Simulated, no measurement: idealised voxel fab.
The following is a process module called voxel wiring stack.
For reference, the cross-section in this document is cut, with width 280 nm and square cells of 5 nm.
Reading order for cross-sections: top band down to bottom band. Underlying form: a grid of square cells. Band size: one or more rows of cells.
Quick guide to a band line: top height, bottom height (nm) up front; then every material left to right with its width in nm. Only one material and it's marked "edge to edge"? Then it fills the band edge to edge. And "empty" just means empty space.
Note: height 0 marks the level under which the wafer is uniformly one material as received. Lowest band unbounded below, written "top 0, no bottom".
Think of "30->40" as a width that walks from the first number to the second as you go down the band, top row to bottom row, taking equal-sized steps from row to row.
Key: "stayed the same" - step with no changed cell in the cross-section.
Empty spaces counting at least 8 cells and having no open way to the top are listed in "Cavities, closed". The notation width x height at distance is used for each, the distance being from the left edge and all three values in nm.
Text after the settings on a step's line: the simulator's own remark on that step.
On any step carrying a mask, the "overlay nm" setting, if present on the step's line, tells how far right of its planned place the mask lay; negative values point to the left.

[Process steps foreseen in the plan]
1,RECEIVE [material Si]
2,CONFORMAL_DEP [material SiO2] [thk nm 15]
3,CONFORMAL_DEP [material SiN] [thk nm 5]
4,DIRECTIONAL_DEP [material lowk] [thk nm 20]
5,DIRECTIONAL_DEP [material aC] [thk nm 10]
6,PATTERN [tone open] [mask id METAL_1] [material resist] [width nm 25] [pitch nm 45] [thk nm 25] [overlay nm 0]
7,DIRECTIONAL_ETCH [etch materials aC] [depth nm 10]
8,STRIP [etch materials resist]
9,DIRECTIONAL_ETCH [etch materials lowk] [depth nm 20]
10,DIRECTIONAL_ETCH [etch materials SiN] [depth nm 5]
11,STRIP [etch materials aC]
12,CONFORMAL_DEP [material TiN] [thk nm 5]
13,FILL_DEP [material Ru] [thk nm 5]
14,CMP [height nm 40]
15,CONFORMAL_DEP [material SiCN] [thk nm 5]
16,DIRECTIONAL_DEP [material lowk] [thk nm 10]
17,MASKED_ETCH [tone open] [mask id PLUG_1] [width nm 15] [pitch nm 45] [etch materials lowk] [depth nm 10] [overlay nm 0]
18,MASKED_ETCH [tone open] [mask id PLUG_1] [width nm 15] [pitch nm 45] [etch materials SiCN] [depth nm 5] [overlay nm 0]
19,EPI [material Ru] [thk nm 10]
20,EPI [material Ru] [thk nm 5]
21,CONFORMAL_DEP [material SiN] [thk nm 5]
22,DIRECTIONAL_DEP [material SiO2] [thk nm 15]
23,PATTERN [tone open] [mask id METAL_2] [material resist] [width nm 25] [pitch nm 45] [thk nm 20] [overlay nm 0]
24,DIRECTIONAL_ETCH [etch materials SiO2] [depth nm 15]
25,DIRECTIONAL_ETCH [etch materials SiN] [depth nm 5]
26,STRIP [etch materials resist]
27,CONFORMAL_DEP [material TiN] [thk nm 5]
28,FILL_DEP [material Cu] [thk nm 5]
29,CMP [height nm 75]
30,CONFORMAL_DEP [material SiN] [thk nm 5]

[The cross-section here shows the wafer as received, i.e. in its state after step 1]
* top 0, no bottom = Si edge to edge
* Cavities, closed: none

[First wafer of two, sectioned at end of module; run went per plan]
* top 80, bottom 75 = SiN edge to edge
* top 75, bottom 60 = SiO2=80, then TiN=5, then Cu=15, then TiN=5, then SiO2=20, then TiN=5, then Cu=15, then TiN=5, then SiO2=20, then TiN=5, then Cu=15, then TiN=5, then SiO2=85
* top 60, bottom 55 = SiN=80, then TiN=25, then SiN=20, then TiN=25, then SiN=20, then TiN=25, then SiN=85
* top 55, bottom 45 = lowk=80, then Ru=15, then lowk=30, then Ru=15, then lowk=30, then Ru=15, then lowk=95
* top 45, bottom 40 = SiCN=80, then Ru=15, then SiCN=30, then Ru=15, then SiCN=30, then Ru=15, then SiCN=95
* top 40, bottom 20 = lowk=80, then TiN=5, then Ru=15, then TiN=5, then lowk=20, then TiN=5, then Ru=15, then TiN=5, then lowk=20, then TiN=5, then Ru=15, then TiN=5, then lowk=85
* top 20, bottom 15 = SiN=80, then TiN=25, then SiN=20, then TiN=25, then SiN=20, then TiN=25, then SiN=85
* top 15, bottom 0 = SiO2 edge to edge
* top 0, no bottom = Si edge to edge
* Cavities, closed: none

[Cross-sectional view: second of two wafers, end of module; start and plan identical to the first, one mistake in running]
* top 80, bottom 75 = SiN edge to edge
* top 75, bottom 70 = Cu=60, then TiN=5, then SiO2=15, then TiN=5, then Cu=15, then TiN=5, then SiO2=20, then TiN=5, then Cu=15, then TiN=5, then SiO2=20, then TiN=5, then Cu=15, then TiN=5, then SiO2=5, then TiN=5, then Cu=75
* top 70, bottom 65 = TiN=65, then SiO2=15, then TiN=5, then Cu=15, then TiN=5, then SiO2=20, then TiN=5, then Cu=15, then TiN=5, then SiO2=20, then TiN=5, then Cu=15, then TiN=5, then SiO2=5, then TiN=80
* top 65, bottom 60 = SiO2=80, then TiN=5, then Cu=15, then TiN=5, then SiO2=20, then TiN=5, then Cu=15, then TiN=5, then SiO2=20, then TiN=5, then Cu=15, then TiN=5, then SiO2=85
* top 60, bottom 55 = SiO2=65, then SiN=15, then TiN=25, then SiN=20, then TiN=25, then SiN=20, then TiN=25, then SiN=5, then SiO2=80
* top 55, bottom 50 = SiO2=65, then SiN=5, then Ru=35, then SiN=10, then Ru=35, then SiN=10, then Ru=35, then SiN=5, then SiO2=80
* top 50, bottom 45 = SiN=70, then Ru=35, then SiN=10, then Ru=35, then SiN=10, then Ru=35, then SiN=85
* top 45, bottom 40 = SiCN=80, then Ru=15, then SiCN=30, then Ru=15, then SiCN=30, then Ru=15, then SiCN=95
* top 40, bottom 20 = lowk=80, then TiN=5, then Ru=15, then TiN=5, then lowk=20, then TiN=5, then Ru=15, then TiN=5, then lowk=20, then TiN=5, then Ru=15, then TiN=5, then lowk=85
* top 20, bottom 15 = SiN=80, then TiN=25, then SiN=20, then TiN=25, then SiN=20, then TiN=25, then SiN=85
* top 15, bottom 0 = SiO2 edge to edge
* top 0, no bottom = Si edge to edge
* Cavities, closed: none
The plan and the run diverged here: the plan's step 16 was left out and never carried out
At the finish, the second wafer shows more or fewer cells for some materials than the first does: +27 Cu; +24 Ru; +12 SiN; +31 TiN; -94 lowk
